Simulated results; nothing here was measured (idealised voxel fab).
Process module, titled voxel trench capacitor
The cross-section on display is named cut; it measures 145 nm wide, and its cells are 5 nm squares.
This document writes a cross-section as a grid whose cells are square, and gives it as bands, listed from the top down; one or more rows of cells form a band.
Heights first: top, then bottom, in nm. Then materials, left to right, each with a width in nm. "all across" on a single material: fills the band edge to edge. "empty": empty space.
Beneath 0, the wafer as received is one material, and that level is where height counting begins. The lowest band goes on downward without a bottom; it is written like "top 0, no bottom".
The expression "30..40" gives the width at the extremes of the band, the first number at its top row of cells and the second at its bottom row, with the width changing by equal amounts from each row to the next in between.
"no modifications" (step): cross-section cells unchanged, all of them.
"Fully sealed cavities" lists enclosed empty spaces (at least 8 cells, no open path upward to the top), each as width x height at distance from the left edge, in nm.
On each step's line, the part that comes after the settings is the simulator's own comment on the step.
Among the settings permitted on a step's line is "overlay nm"; applied to a step with a mask, it specifies the extent to which the mask lay to the right of its planned position, whereas a negative figure signifies a position to the left.
plan:
step 1: RECEIVE (material Si)
step 2: CONFORMAL_DEP (material SiN; thk nm 10)
step 3: MASKED_ETCH (tone open; mask id TRENCH; width nm 30; pitch nm 45; etch materials SiN; depth nm 10; overlay nm 0)
step 4: MASKED_ETCH (tone open; mask id TRENCH; width nm 30; pitch nm 45; etch materials Si; depth nm 25; overlay nm 0)
step 5: CONFORMAL_DEP (material Al2O3; thk nm 5)
step 6: CONFORMAL_DEP (material TiN; thk nm 5)
step 7: FILL_DEP (material W; thk nm 10)
step 8: CMP (height nm 10)
As-received wafer cross-section (after step 1):
> top 0, no bottom = Si all across
> Fully sealed cavities: none
The following cross-section depicts the wafer upon conclusion of the module. Processing commenced from the starting condition illustrated above and adhered to the plan illustrated above, save for one mistake in execution:
> top 10, bottom 0 = W all across
> top 0, no bottom = Si all across
> Fully sealed cavities: none
The mistake made against the process plan was this: it should be noted that step 2 was executed with settings other than those planned, the operation and settings actually applied being CONFORMAL_DEP (material W; thk nm 10)
